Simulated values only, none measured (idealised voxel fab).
Process module in this document: voxel transistor to metal
Section cut is 210 nm wide and gridded with 5 nm square cells.
A cross-section in this document is a grid of square cells, and it is written down as bands, the top band listed before the ones below it; a band is made up of one or more rows of cells. First you get the band's top height and its bottom height, in nm, and then the materials it's made of, left to right, with each width in nm. If you see a single material with "everywhere", that one covers the band edge to edge. "air" is empty space. Note: height 0 marks the level under which the wafer is uniformly one material as received. Lowest band unbounded below, written "top 0, no bottom". It should be noted that a width expressed as "30..40" varies in equal increments from row to row of cells within the band, taking the value of the first number at the top row and that of the second number at the bottom row. "no alteration" after a step means that no cell of the cross-section changed. This entry, "Enclosed void entries", enumerates those empty regions of no fewer than 8 cells that possess no open connection to the top. Each region is reported in the form width x height at distance, the distance being taken from the left edge, with all three quantities expressed in nm. Formally, on a step line, whatever follows the settings is a remark that the simulator itself makes on the step. Each step line may optionally specify "overlay nm", which for a step with a mask gives the rightward distance between the mask's planned place and where it lay, a negative value indicating the leftward direction.
Below is the list of planned process steps
1: RECEIVE [material Si]
2: CONFORMAL_DEP [material SiO2] [thk nm 5]
3: CONFORMAL_DEP [material SiN] [thk nm 10]
4: DIRECTIONAL_DEP [material aC] [thk nm 15]
5: PATTERN [tone cover] [mask id ACTIVE] [material resist] [width nm 105] [thk nm 30] [overlay nm 0]
6: DIRECTIONAL_ETCH [etch materials aC] [depth nm 15]
7: STRIP [etch materials resist]
8: DIRECTIONAL_ETCH [etch materials SiN] [depth nm 10]
9: DIRECTIONAL_ETCH [etch materials SiO2] [depth nm 5]
10: DIRECTIONAL_ETCH [etch materials Si] [depth nm 35]
11: STRIP [etch materials aC]
12: OXIDIZE [depth nm 5]
13: FILL_DEP [material SiO2] [thk nm 5]
14: CMP [height nm 15]
15: SELECTIVE_ETCH [etch materials SiO2] [depth nm 10]
16: STRIP [etch materials SiN]
17: SELECTIVE_ETCH [etch materials SiO2] [depth nm 5]
18: OXIDIZE [depth nm 5]
19: DIRECTIONAL_DEP [material polySi] [thk nm 30]
20: DIRECTIONAL_DEP [material SiCN] [thk nm 15]
21: PATTERN [tone cover] [mask id GATE] [material resist] [width nm 25] [thk nm 20] [overlay nm 0]
22: DIRECTIONAL_ETCH [etch materials SiCN] [depth nm 25]
23: DIRECTIONAL_ETCH [etch materials polySi] [depth nm 40]
24: STRIP [etch materials resist]
25: CONFORMAL_DEP [material SiN] [thk nm 5]
26: DIRECTIONAL_ETCH [etch materials SiN] [depth nm 5]
27: DIRECTIONAL_ETCH [etch materials SiO2] [depth nm 5]
28: EPI [material pSi] [thk nm 5]
29: FILL_DEP [material SiO2] [thk nm 5]
30: CMP [height nm 30]
31: STRIP [etch materials polySi]
32: SELECTIVE_ETCH [etch materials SiO2] [depth nm 5]
33: CONFORMAL_DEP [material HfO2] [thk nm 5]
34: CONFORMAL_DEP [material TiN] [thk nm 5]
35: FILL_DEP [material W] [thk nm 10]
36: CMP [height nm 25]
37: DIRECTIONAL_DEP [material SiO2] [thk nm 15]
38: MASKED_ETCH [tone open] [mask id CONTACT] [width nm 15] [pitch nm 70] [etch materials SiO2] [depth nm 40] [overlay nm 0]
39: CONFORMAL_DEP [material TiN] [thk nm 5]
40: FILL_DEP [material W] [thk nm 10]
41: CMP [height nm 40]
42: DIRECTIONAL_DEP [material TiN] [thk nm 5]
43: DIRECTIONAL_DEP [material Ru] [thk nm 20]
44: MASKED_ETCH [tone cover] [mask id METAL_1] [width nm 15] [pitch nm 70] [etch materials Ru] [depth nm 20] [overlay nm 0]
45: MASKED_ETCH [tone cover] [mask id METAL_1] [width nm 15] [pitch nm 70] [etch materials TiN] [depth nm 5] [overlay nm 0]
46: FILL_DEP [material lowk] [thk nm 5]
47: CMP [height nm 65]
48: CONFORMAL_DEP [material SiCN] [thk nm 5]
Wafer cross-section on receipt, i.e. after step 1
- top 0, no bottom = Si everywhere
- Enclosed void entries: none
Cross-section taken at module completion on the first of two wafers; processed per the plan
- top 70, bottom 65 = SiCN everywhere
- top 65, bottom 45 = lowk 60 nm, Ru 15 nm, lowk 55 nm, Ru 15 nm, lowk 65 nm
- top 45, bottom 40 = lowk 60 nm, TiN 15 nm, lowk 55 nm, TiN 15 nm, lowk 65 nm
- top 40, bottom 25 = SiO2 60 nm, TiN 5 nm, W 5 nm, TiN 5 nm, SiO2 55 nm, TiN 5 nm, W 5 nm, TiN 5 nm, SiO2 65 nm
- top 25, bottom 5 = SiO2 60 nm, TiN 5 nm, W 5 nm, TiN 5 nm, SiO2 10 nm, SiN 5 nm, HfO2 5 nm, TiN 5 nm, W 5 nm, TiN 5 nm, HfO2 5 nm, SiN 5 nm, SiO2 10 nm, TiN 5 nm, W 5 nm, TiN 5 nm, SiO2 65 nm
- top 5, bottom 0 = SiO2 60 nm, TiN 15 nm, SiO2 10 nm, SiN 5 nm, HfO2 5 nm, TiN 15 nm, HfO2 5 nm, SiN 5 nm, SiO2 10 nm, TiN 15 nm, SiO2 65 nm
- top 0, bottom -5 = SiO2 50 nm, pSi 35 nm, HfO2 35 nm, pSi 35 nm, SiO2 55 nm
- top -5, bottom -40 = SiO2 55 nm, Si 95 nm, SiO2 60 nm
- top -40, no bottom = Si everywhere
- Enclosed void entries: none
Wafer two, end of module, cross-section. Same start, same plan as wafer one. One mistake in the run
- top 70, bottom 65 = SiCN everywhere
- top 65, bottom 45 = lowk 50 nm, Ru 15 nm, lowk 55 nm, Ru 15 nm, lowk 75 nm
- top 45, bottom 40 = lowk 50 nm, TiN 25 nm, lowk 45 nm, TiN 25 nm, lowk 65 nm
- top 40, bottom 25 = SiO2 60 nm, TiN 5 nm, W 5 nm, TiN 5 nm, SiO2 55 nm, TiN 5 nm, W 5 nm, TiN 5 nm, SiO2 65 nm
- top 25, bottom 5 = SiO2 60 nm, TiN 5 nm, W 5 nm, TiN 5 nm, SiO2 10 nm, SiN 5 nm, HfO2 5 nm, TiN 5 nm, W 5 nm, TiN 5 nm, HfO2 5 nm, SiN 5 nm, SiO2 10 nm, TiN 5 nm, W 5 nm, TiN 5 nm, SiO2 65 nm
- top 5, bottom 0 = SiO2 60 nm, TiN 15 nm, SiO2 10 nm, SiN 5 nm, HfO2 5 nm, TiN 15 nm, HfO2 5 nm, SiN 5 nm, SiO2 10 nm, TiN 15 nm, SiO2 65 nm
- top 0, bottom -5 = SiO2 50 nm, pSi 35 nm, HfO2 35 nm, pSi 35 nm, SiO2 55 nm
- top -5, bottom -40 = SiO2 55 nm, Si 95 nm, SiO2 60 nm
- top -40, no bottom = Si everywhere
- Enclosed void entries: none
Deviation noted in wafer processing: rather than as planned, step 44 actually ran as MASKED_ETCH [tone cover] [mask id METAL_1] [width nm 15] [pitch nm 70] [etch materials Ru] [depth nm 20] [overlay nm -10]
Bottom line after processing is that, in cells, the second wafer is up or down on some materials versus the first: TiN +4, lowk -4
